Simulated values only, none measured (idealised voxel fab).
process module | voxel transistor to metal
cross-section cut | 180 nm wide | cells 5 nm
A cross-section is a grid of square cells, given in bands from the top down. A band is one or more rows of cells.
Each band's line starts with the height of the band's top and of its bottom, in nm. Then come its materials from left to right, each with its width in nm. One material with "throughout" fills the band from edge to edge. "air" is empty space.
Height 0 is the level under which the wafer as received is all one material. The lowest band goes on downwards, as in "0 down".
A width such as "30 to 40" changes by the same amount from each row of cells to the next, from the band's top row to its bottom row.
"no change" after a step means that no cell of the cross-section changed.
closed voids: empty space of 8 cells or more with no open way to the top, each as width x height at its distance from the left edge, in nm
after a step's settings: what the simulator itself notes on the step
overlay nm, on a step with a mask: how far to the right of its planned place the mask lay; to the left if negative
plan
1 op RECEIVE | material Si
2 op OXIDIZE | depth nm 5
3 op CONFORMAL_DEP | material SiN | thk nm 10
4 op MASKED_ETCH | tone cover | mask id ACTIVE | width nm 125 | etch materials SiN | depth nm 10 | overlay nm 0
5 op MASKED_ETCH | tone cover | mask id ACTIVE | width nm 125 | etch materials SiO2 | depth nm 5 | overlay nm 0
6 op MASKED_ETCH | tone cover | mask id ACTIVE | width nm 125 | etch materials Si | depth nm 20 | overlay nm 0
7 op OXIDIZE | depth nm 5
8 op FILL_DEP | material SiO2 | thk nm 15
9 op CMP | height nm 10
10 op SELECTIVE_ETCH | etch materials SiO2 | depth nm 5
11 op STRIP | etch materials SiN
12 op SELECTIVE_ETCH | etch materials SiO2 | depth nm 5
13 op OXIDIZE | depth nm 5
14 op DIRECTIONAL_DEP | material polySi | thk nm 25
15 op DIRECTIONAL_DEP | material SiCN | thk nm 10
16 op MASKED_ETCH | tone cover | mask id GATE | width nm 35 | etch materials SiCN | depth nm 20 | overlay nm 0
17 op MASKED_ETCH | tone cover | mask id GATE | width nm 35 | etch materials polySi | depth nm 35 | overlay nm 0
18 op CONFORMAL_DEP | material SiO2 | thk nm 5
19 op DIRECTIONAL_ETCH | etch materials SiO2 | depth nm 5
20 op CONFORMAL_DEP | material SiN | thk nm 5
21 op DIRECTIONAL_ETCH | etch materials SiN | depth nm 5
22 op DIRECTIONAL_ETCH | etch materials SiO2 | depth nm 5
23 op DIRECTIONAL_ETCH | etch materials Si | depth nm 10
24 op EPI | material SiGe | thk nm 15
25 op FILL_DEP | material SiO2 | thk nm 10
26 op CMP | height nm 20
27 op STRIP | etch materials polySi
28 op SELECTIVE_ETCH | etch materials SiO2 | depth nm 5
29 op CONFORMAL_DEP | material HfO2 | thk nm 5
30 op CONFORMAL_DEP | material TiN | thk nm 5
31 op FILL_DEP | material W | thk nm 10
32 op CMP | height nm 15
33 op DIRECTIONAL_DEP | material SiO2 | thk nm 15
34 op MASKED_ETCH | tone open | mask id CONTACT | width nm 20 | pitch nm 85 | etch materials SiO2 | depth nm 35 | overlay nm 0
35 op CONFORMAL_DEP | material TiN | thk nm 5
36 op FILL_DEP | material Ru | thk nm 5
37 op CMP | height nm 30
38 op CONFORMAL_DEP | material SiN | thk nm 5
39 op DIRECTIONAL_DEP | material lowk | thk nm 15
40 op DIRECTIONAL_DEP | material aC | thk nm 15
41 op PATTERN | tone open | mask id METAL_1 | material resist | width nm 20 | pitch nm 85 | thk nm 35 | overlay nm 0
42 op DIRECTIONAL_ETCH | etch materials aC | depth nm 15
43 op STRIP | etch materials resist
44 op DIRECTIONAL_ETCH | etch materials lowk | depth nm 15
45 op DIRECTIONAL_ETCH | etch materials SiN | depth nm 5
46 op STRIP | etch materials aC
47 op CONFORMAL_DEP | material TiN | thk nm 5
48 op FILL_DEP | material Ru | thk nm 5
49 op CMP | height nm 50
50 op CONFORMAL_DEP | material SiCN | thk nm 5
first wafer, as planned
as received, after step 1
  0 down: Si throughout
  closed voids: none
after step 2
  0 to -5: SiO2 throughout
  below -5: unchanged
after step 3
  10 to 0: SiN throughout
  below 0: unchanged
after step 4
  10 to 0: air 25 | SiN 125 | air 30
  below 0: unchanged
after step 5
  10 to 0: air 25 | SiN 125 | air 30
  0 to -5: air 25 | SiO2 125 | air 30
  below -5: unchanged
after step 6
  10 to 0: air 25 | SiN 125 | air 30
  0 to -5: air 25 | SiO2 125 | air 30
  -5 to -25: air 25 | Si 125 | air 30
  below -25: unchanged
after step 7
  10 to 0: air 25 | SiN 125 | air 30
  0 to -5: air 25 | SiO2 125 | air 30
  -5 to -25: air 25 | SiO2 5 | Si 115 | SiO2 5 | air 30
  -25 to -30: SiO2 30 | Si 115 | SiO2 35
  below -30: unchanged
after step 8
  25 to 10: SiO2 throughout
  10 to 0: SiO2 25 | SiN 125 | SiO2 30
  0 to -5: SiO2 throughout
  -5 to -30: SiO2 30 | Si 115 | SiO2 35
  below -30: unchanged
after step 9
  10 to 0: SiO2 25 | SiN 125 | SiO2 30
  below 0: unchanged
after step 10
  10 to 5: air 25 | SiN 125 | air 30
  below 5: unchanged
after step 11
  5 to 0: SiO2 25 | air 125 | SiO2 30
  below 0: unchanged
after step 12
  0 to -5: SiO2 20 | air 135 | SiO2 25
  below -5: unchanged
after step 13
  0 to -5: SiO2 20 | air 135 | SiO2 25
  -5 to -10: SiO2 throughout
  below -10: unchanged
after step 14
  25 to 20: polySi 20 | air 135 | polySi 25
  20 to 0: polySi throughout
  0 to -5: SiO2 20 | polySi 135 | SiO2 25
  below -5: unchanged
after step 15
  35 to 30: SiCN 20 | air 135 | SiCN 25
  30 to 25: SiCN throughout
  25 to 20: polySi 20 | SiCN 135 | polySi 25
  below 20: unchanged
after step 16
  30 to 25: air 70 | SiCN 35 | air 75
  25 to 20: polySi 20 | air 50 | SiCN 35 | air 50 | polySi 25
  below 20: unchanged
after step 17
  30 to 20: air 70 | SiCN 35 | air 75
  20 to 0: air 70 | polySi 35 | air 75
  0 to -5: SiO2 20 | air 50 | polySi 35 | air 50 | SiO2 25
  below -5: unchanged
after step 18
  35 to 30: air 65 | SiO2 45 | air 70
  30 to 20: air 65 | SiO2 5 | SiCN 35 | SiO2 5 | air 70
  20 to 5: air 65 | SiO2 5 | polySi 35 | SiO2 5 | air 70
  5 to 0: SiO2 25 | air 40 | SiO2 5 | polySi 35 | SiO2 5 | air 40 | SiO2 30
  0 to -5: SiO2 70 | polySi 35 | SiO2 75
  below -5: unchanged
after step 19
  30 to 20: air 65 | SiO2 5 | SiCN 35 | SiO2 5 | air 70
  20 to 0: air 65 | SiO2 5 | polySi 35 | SiO2 5 | air 70
  0 to -5: SiO2 25 | air 40 | SiO2 5 | polySi 35 | SiO2 5 | air 40 | SiO2 30
  below -5: unchanged
after step 20
  35 to 30: air 60 | SiN 55 | air 65
  30 to 20: air 60 | SiN 5 | SiO2 5 | SiCN 35 | SiO2 5 | SiN 5 | air 65
  20 to 5: air 60 | SiN 5 | SiO2 5 | polySi 35 | SiO2 5 | SiN 5 | air 65
  5 to 0: SiN 30 | air 30 | SiN 5 | SiO2 5 | polySi 35 | SiO2 5 | SiN 5 | air 30 | SiN 35
  0 to -5: SiO2 25 | SiN 40 | SiO2 5 | polySi 35 | SiO2 5 | SiN 40 | SiO2 30
  below -5: unchanged
after step 21
  30 to 20: air 60 | SiN 5 | SiO2 5 | SiCN 35 | SiO2 5 | SiN 5 | air 65
  20 to 0: air 60 | SiN 5 | SiO2 5 | polySi 35 | SiO2 5 | SiN 5 | air 65
  0 to -5: SiO2 25 | SiN 5 | air 30 | SiN 5 | SiO2 5 | polySi 35 | SiO2 5 | SiN 5 | air 30 | SiN 5 | SiO2 30
  below -5: unchanged
after step 22
  30 to 25: air 60 | SiN 5 | air 5 | SiCN 35 | air 5 | SiN 5 | air 65
  25 to 20: air 60 | SiN 5 | SiO2 5 | SiCN 35 | SiO2 5 | SiN 5 | air 65
  20 to 0: air 60 | SiN 5 | SiO2 5 | polySi 35 | SiO2 5 | SiN 5 | air 65
  0 to -5: air 25 | SiN 5 | air 30 | SiN 5 | SiO2 5 | polySi 35 | SiO2 5 | SiN 5 | air 30 | SiN 5 | air 30
  -5 to -10: SiO2 30 | air 30 | SiO2 55 | air 30 | SiO2 35
  below -10: unchanged
after step 23
  30 to 25: air 60 | SiN 5 | air 5 | SiCN 35 | air 5 | SiN 5 | air 65
  25 to 20: air 60 | SiN 5 | SiO2 5 | SiCN 35 | SiO2 5 | SiN 5 | air 65
  20 to 0: air 60 | SiN 5 | SiO2 5 | polySi 35 | SiO2 5 | SiN 5 | air 65
  0 to -5: air 25 | SiN 5 | air 30 | SiN 5 | SiO2 5 | polySi 35 | SiO2 5 | SiN 5 | air 30 | SiN 5 | air 30
  -5 to -10: SiO2 30 | air 30 | SiO2 55 | air 30 | SiO2 35
  -10 to -20: SiO2 30 | air 30 | Si 55 | air 30 | SiO2 35
  below -20: unchanged
after step 24
  30 to 25: air 60 | SiN 5 | air 5 | SiCN 35 | air 5 | SiN 5 | air 65
  25 to 20: air 60 | SiN 5 | SiO2 5 | SiCN 35 | SiO2 5 | SiN 5 | air 65
  20 to 5: air 60 | SiN 5 | SiO2 5 | polySi 35 | SiO2 5 | SiN 5 | air 65
  5 to 0: air 45 | SiGe 15 | SiN 5 | SiO2 5 | polySi 35 | SiO2 5 | SiN 5 | SiGe 15 | air 50
  0 to -5: air 25 | SiN 5 | air 15 | SiGe 15 | SiN 5 | SiO2 5 | polySi 35 | SiO2 5 | SiN 5 | SiGe 15 | air 15 | SiN 5 | air 30
  -5 to -10: SiO2 30 | SiGe 30 | SiO2 55 | SiGe 30 | SiO2 35
  -10 to -20: SiO2 30 | SiGe 30 | Si 55 | SiGe 30 | SiO2 35
  below -20: unchanged
after step 25
  40 to 30: SiO2 throughout
  30 to 20: SiO2 60 | SiN 5 | SiO2 5 | SiCN 35 | SiO2 5 | SiN 5 | SiO2 65
  20 to 5: SiO2 60 | SiN 5 | SiO2 5 | polySi 35 | SiO2 5 | SiN 5 | SiO2 65
  5 to 0: SiO2 45 | SiGe 15 | SiN 5 | SiO2 5 | polySi 35 | SiO2 5 | SiN 5 | SiGe 15 | SiO2 50
  0 to -5: SiO2 25 | SiN 5 | SiO2 15 | SiGe 15 | SiN 5 | SiO2 5 | polySi 35 | SiO2 5 | SiN 5 | SiGe 15 | SiO2 15 | SiN 5 | SiO2 30
  below -5: unchanged
after step 26
  20 to 5: SiO2 60 | SiN 5 | SiO2 5 | polySi 35 | SiO2 5 | SiN 5 | SiO2 65
  below 5: unchanged
after step 27
  20 to 5: SiO2 60 | SiN 5 | SiO2 5 | air 35 | SiO2 5 | SiN 5 | SiO2 65
  5 to 0: SiO2 45 | SiGe 15 | SiN 5 | SiO2 5 | air 35 | SiO2 5 | SiN 5 | SiGe 15 | SiO2 50
  0 to -5: SiO2 25 | SiN 5 | SiO2 15 | SiGe 15 | SiN 5 | SiO2 5 | air 35 | SiO2 5 | SiN 5 | SiGe 15 | SiO2 15 | SiN 5 | SiO2 30
  below -5: unchanged
after step 28
  20 to 15: air 60 | SiN 5 | air 45 | SiN 5 | air 65
  15 to 5: SiO2 60 | SiN 5 | air 45 | SiN 5 | SiO2 65
  5 to 0: SiO2 45 | SiGe 15 | SiN 5 | air 45 | SiN 5 | SiGe 15 | SiO2 50
  0 to -5: SiO2 25 | SiN 5 | SiO2 15 | SiGe 15 | SiN 5 | air 45 | SiN 5 | SiGe 15 | SiO2 15 | SiN 5 | SiO2 30
  -5 to -10: SiO2 30 | SiGe 30 | SiO2 5 | air 45 | SiO2 5 | SiGe 30 | SiO2 35
  below -10: unchanged
after step 29
  25 to 20: air 55 | HfO2 15 | air 35 | HfO2 15 | air 60
  20 to 15: HfO2 60 | SiN 5 | HfO2 5 | air 35 | HfO2 5 | SiN 5 | HfO2 65
  15 to 5: SiO2 60 | SiN 5 | HfO2 5 | air 35 | HfO2 5 | SiN 5 | SiO2 65
  5 to 0: SiO2 45 | SiGe 15 | SiN 5 | HfO2 5 | air 35 | HfO2 5 | SiN 5 | SiGe 15 | SiO2 50
  0 to -5: SiO2 25 | SiN 5 | SiO2 15 | SiGe 15 | SiN 5 | HfO2 5 | air 35 | HfO2 5 | SiN 5 | SiGe 15 | SiO2 15 | SiN 5 | SiO2 30
  -5 to -10: SiO2 30 | SiGe 30 | SiO2 5 | HfO2 45 | SiO2 5 | SiGe 30 | SiO2 35
  below -10: unchanged
after step 30
  30 to 25: air 50 | TiN 25 | air 25 | TiN 25 | air 55
  25 to 20: TiN 55 | HfO2 15 | TiN 5 | air 25 | TiN 5 | HfO2 15 | TiN 60
  20 to 15: HfO2 60 | SiN 5 | HfO2 5 | TiN 5 | air 25 | TiN 5 | HfO2 5 | SiN 5 | HfO2 65
  15 to 5: SiO2 60 | SiN 5 | HfO2 5 | TiN 5 | air 25 | TiN 5 | HfO2 5 | SiN 5 | SiO2 65
  5 to 0: SiO2 45 | SiGe 15 | SiN 5 | HfO2 5 | TiN 5 | air 25 | TiN 5 | HfO2 5 | SiN 5 | SiGe 15 | SiO2 50
  0 to -5: SiO2 25 | SiN 5 | SiO2 15 | SiGe 15 | SiN 5 | HfO2 5 | TiN 35 | HfO2 5 | SiN 5 | SiGe 15 | SiO2 15 | SiN 5 | SiO2 30
  below -5: unchanged
after step 31
  40 to 30: W throughout
  30 to 25: W 50 | TiN 25 | W 25 | TiN 25 | W 55
  25 to 20: TiN 55 | HfO2 15 | TiN 5 | W 25 | TiN 5 | HfO2 15 | TiN 60
  20 to 15: HfO2 60 | SiN 5 | HfO2 5 | TiN 5 | W 25 | TiN 5 | HfO2 5 | SiN 5 | HfO2 65
  15 to 5: SiO2 60 | SiN 5 | HfO2 5 | TiN 5 | W 25 | TiN 5 | HfO2 5 | SiN 5 | SiO2 65
  5 to 0: SiO2 45 | SiGe 15 | SiN 5 | HfO2 5 | TiN 5 | W 25 | TiN 5 | HfO2 5 | SiN 5 | SiGe 15 | SiO2 50
  below 0: unchanged
after step 32
  15 to 5: SiO2 60 | SiN 5 | HfO2 5 | TiN 5 | W 25 | TiN 5 | HfO2 5 | SiN 5 | SiO2 65
  below 5: unchanged
after step 33
  30 to 15: SiO2 throughout
  below 15: unchanged
after step 34
  30 to 15: SiO2 35 | air 20 | SiO2 65 | air 20 | SiO2 40
  15 to 5: SiO2 35 | air 20 | SiO2 5 | SiN 5 | HfO2 5 | TiN 5 | W 25 | TiN 5 | HfO2 5 | SiN 5 | SiO2 5 | air 20 | SiO2 40
  5 to 0: SiO2 35 | air 10 | SiGe 15 | SiN 5 | HfO2 5 | TiN 5 | W 25 | TiN 5 | HfO2 5 | SiN 5 | SiGe 15 | air 10 | SiO2 40
  0 to -5: SiO2 25 | SiN 5 | SiO2 5 | air 10 | SiGe 15 | SiN 5 | HfO2 5 | TiN 35 | HfO2 5 | SiN 5 | SiGe 15 | air 10 | SiO2 5 | SiN 5 | SiO2 30
  below -5: unchanged
after step 35
  35 to 30: TiN 40 | air 10 | TiN 75 | air 10 | TiN 45
  30 to 15: SiO2 35 | TiN 5 | air 10 | TiN 5 | SiO2 65 | TiN 5 | air 10 | TiN 5 | SiO2 40
  15 to 10: SiO2 35 | TiN 5 | air 10 | TiN 5 | SiO2 5 | SiN 5 | HfO2 5 | TiN 5 | W 25 | TiN 5 | HfO2 5 | SiN 5 | SiO2 5 | TiN 5 | air 10 | TiN 5 | SiO2 40
  10 to 5: SiO2 35 | TiN 20 | SiO2 5 | SiN 5 | HfO2 5 | TiN 5 | W 25 | TiN 5 | HfO2 5 | SiN 5 | SiO2 5 | TiN 20 | SiO2 40
  5 to 0: SiO2 35 | TiN 10 | SiGe 15 | SiN 5 | HfO2 5 | TiN 5 | W 25 | TiN 5 | HfO2 5 | SiN 5 | SiGe 15 | TiN 10 | SiO2 40
  0 to -5: SiO2 25 | SiN 5 | SiO2 5 | TiN 10 | SiGe 15 | SiN 5 | HfO2 5 | TiN 35 | HfO2 5 | SiN 5 | SiGe 15 | TiN 10 | SiO2 5 | SiN 5 | SiO2 30
  below -5: unchanged
after step 36
  40 to 35: Ru throughout
  35 to 30: TiN 40 | Ru 10 | TiN 75 | Ru 10 | TiN 45
  30 to 15: SiO2 35 | TiN 5 | Ru 10 | TiN 5 | SiO2 65 | TiN 5 | Ru 10 | TiN 5 | SiO2 40
  15 to 10: SiO2 35 | TiN 5 | Ru 10 | TiN 5 | SiO2 5 | SiN 5 | HfO2 5 | TiN 5 | W 25 | TiN 5 | HfO2 5 | SiN 5 | SiO2 5 | TiN 5 | Ru 10 | TiN 5 | SiO2 40
  below 10: unchanged
after step 37
  30 to 15: SiO2 35 | TiN 5 | Ru 10 | TiN 5 | SiO2 65 | TiN 5 | Ru 10 | TiN 5 | SiO2 40
  below 15: unchanged
after step 38
  35 to 30: SiN throughout
  below 30: unchanged
after step 39
  50 to 35: lowk throughout
  below 35: unchanged
after step 40
  65 to 50: aC throughout
  below 50: unchanged
after step 41
  100 to 65: resist 35 | air 20 | resist 65 | air 20 | resist 40
  below 65: unchanged
after step 42
  85 to 65: resist 35 | air 20 | resist 65 | air 20 | resist 40
  65 to 50: aC 35 | air 20 | aC 65 | air 20 | aC 40
  below 50: unchanged
after step 43
  65 to 50: aC 35 | air 20 | aC 65 | air 20 | aC 40
  below 50: unchanged
after step 44
  65 to 50: aC 35 | air 20 | aC 65 | air 20 | aC 40
  50 to 35: lowk 35 | air 20 | lowk 65 | air 20 | lowk 40
  below 35: unchanged
after step 45
  65 to 50: aC 35 | air 20 | aC 65 | air 20 | aC 40
  50 to 35: lowk 35 | air 20 | lowk 65 | air 20 | lowk 40
  35 to 30: SiN 35 | air 20 | SiN 65 | air 20 | SiN 40
  below 30: unchanged
after step 46
  50 to 35: lowk 35 | air 20 | lowk 65 | air 20 | lowk 40
  below 35: unchanged
after step 47
  55 to 50: TiN 40 | air 10 | TiN 75 | air 10 | TiN 45
  50 to 35: lowk 35 | TiN 5 | air 10 | TiN 5 | lowk 65 | TiN 5 | air 10 | TiN 5 | lowk 40
  35 to 30: SiN 35 | TiN 20 | SiN 65 | TiN 20 | SiN 40
  below 30: unchanged
after step 48
  60 to 55: Ru throughout
  55 to 50: TiN 40 | Ru 10 | TiN 75 | Ru 10 | TiN 45
  50 to 35: lowk 35 | TiN 5 | Ru 10 | TiN 5 | lowk 65 | TiN 5 | Ru 10 | TiN 5 | lowk 40
  below 35: unchanged
after step 49
  50 to 35: lowk 35 | TiN 5 | Ru 10 | TiN 5 | lowk 65 | TiN 5 | Ru 10 | TiN 5 | lowk 40
  below 35: unchanged
after step 50
  55 to 50: SiCN throughout
  below 50: unchanged
second wafer: like start, like plan, one mistake. Through step 32 it matches the first wafer
when step 33 should have ended
  15 to 5: SiO2 35 | air 20 | SiO2 5 | SiN 5 | HfO2 5 | TiN 5 | W 25 | TiN 5 | HfO2 5 | SiN 5 | SiO2 5 | air 20 | SiO2 40
  5 to 0: SiO2 35 | air 10 | SiGe 15 | SiN 5 | HfO2 5 | TiN 5 | W 25 | TiN 5 | HfO2 5 | SiN 5 | SiGe 15 | air 10 | SiO2 40
  0 to -5: SiO2 25 | SiN 5 | SiO2 5 | air 10 | SiGe 15 | SiN 5 | HfO2 5 | TiN 35 | HfO2 5 | SiN 5 | SiGe 15 | air 10 | SiO2 5 | SiN 5 | SiO2 30
  below -5: unchanged
when step 34 should have ended
  30 to 20: SiO2 35 | air 20 | SiO2 65 | air 20 | SiO2 40
  20 to 15: SiO2 35 | air 10 | SiO2 85 | air 10 | SiO2 40
  15 to 10: SiO2 35 | air 10 | SiO2 15 | SiN 5 | HfO2 5 | TiN 5 | W 25 | TiN 5 | HfO2 5 | SiN 5 | SiO2 15 | air 10 | SiO2 40
  10 to 5: SiO2 60 | SiN 5 | HfO2 5 | TiN 5 | W 25 | TiN 5 | HfO2 5 | SiN 5 | SiO2 65
  5 to 0: SiO2 45 | SiGe 15 | SiN 5 | HfO2 5 | TiN 5 | W 25 | TiN 5 | HfO2 5 | SiN 5 | SiGe 15 | SiO2 50
  0 to -5: SiO2 25 | SiN 5 | SiO2 15 | SiGe 15 | SiN 5 | HfO2 5 | TiN 35 | HfO2 5 | SiN 5 | SiGe 15 | SiO2 15 | SiN 5 | SiO2 30
  below -5: unchanged
when step 35 should have ended
  35 to 30: TiN 40 | air 10 | TiN 75 | air 10 | TiN 45
  30 to 25: SiO2 35 | TiN 5 | air 10 | TiN 5 | SiO2 65 | TiN 5 | air 10 | TiN 5 | SiO2 40
  25 to 15: SiO2 35 | TiN 20 to 10 | SiO2 65 to 85 | TiN 20 to 10 | SiO2 40
  15 to 10: SiO2 35 | TiN 10 | SiO2 15 | SiN 5 | HfO2 5 | TiN 5 | W 25 | TiN 5 | HfO2 5 | SiN 5 | SiO2 15 | TiN 10 | SiO2 40
  below 10: unchanged
when step 36 should have ended
  40 to 35: Ru throughout
  35 to 30: TiN 40 | Ru 10 | TiN 75 | Ru 10 | TiN 45
  30 to 25: SiO2 35 | TiN 5 | Ru 10 | TiN 5 | SiO2 65 | TiN 5 | Ru 10 | TiN 5 | SiO2 40
  below 25: unchanged
when step 37 should have ended
  30 to 25: SiO2 35 | TiN 5 | Ru 10 | TiN 5 | SiO2 65 | TiN 5 | Ru 10 | TiN 5 | SiO2 40
  below 25: unchanged
when step 38 should have ended
  35 to 30: SiN throughout
  below 30: unchanged
when step 39 should have ended
  50 to 35: lowk throughout
  below 35: unchanged
when step 40 should have ended
  65 to 50: aC throughout
  below 50: unchanged
when step 41 should have ended
  100 to 65: resist 35 | air 20 | resist 65 | air 20 | resist 40
  below 65: unchanged
when step 42 should have ended
  85 to 65: resist 35 | air 20 | resist 65 | air 20 | resist 40
  65 to 50: aC 35 | air 20 | aC 65 | air 20 | aC 40
  below 50: unchanged
when step 43 should have ended
  65 to 50: aC 35 | air 20 | aC 65 | air 20 | aC 40
  below 50: unchanged
when step 44 should have ended
  65 to 50: aC 35 | air 20 | aC 65 | air 20 | aC 40
  50 to 35: lowk 35 | air 20 | lowk 65 | air 20 | lowk 40
  below 35: unchanged
when step 45 should have ended
  65 to 50: aC 35 | air 20 | aC 65 | air 20 | aC 40
  50 to 35: lowk 35 | air 20 | lowk 65 | air 20 | lowk 40
  35 to 30: SiN 35 | air 20 | SiN 65 | air 20 | SiN 40
  below 30: unchanged
when step 46 should have ended
  50 to 35: lowk 35 | air 20 | lowk 65 | air 20 | lowk 40
  below 35: unchanged
when step 47 should have ended
  55 to 50: TiN 40 | air 10 | TiN 75 | air 10 | TiN 45
  50 to 35: lowk 35 | TiN 5 | air 10 | TiN 5 | lowk 65 | TiN 5 | air 10 | TiN 5 | lowk 40
  35 to 30: SiN 35 | TiN 20 | SiN 65 | TiN 20 | SiN 40
  below 30: unchanged
when step 48 should have ended
  60 to 55: Ru throughout
  55 to 50: TiN 40 | Ru 10 | TiN 75 | Ru 10 | TiN 45
  50 to 35: lowk 35 | TiN 5 | Ru 10 | TiN 5 | lowk 65 | TiN 5 | Ru 10 | TiN 5 | lowk 40
  below 35: unchanged
when step 49 should have ended
  50 to 35: lowk 35 | TiN 5 | Ru 10 | TiN 5 | lowk 65 | TiN 5 | Ru 10 | TiN 5 | lowk 40
  below 35: unchanged
when step 50 should have ended
  55 to 50: SiCN throughout
  below 50: unchanged
what went wrong: steps 33 and 34 were swapped
at the end the second wafer has, in cells: 12 fewer of Ru | 24 more of SiO2 | 12 fewer of TiN
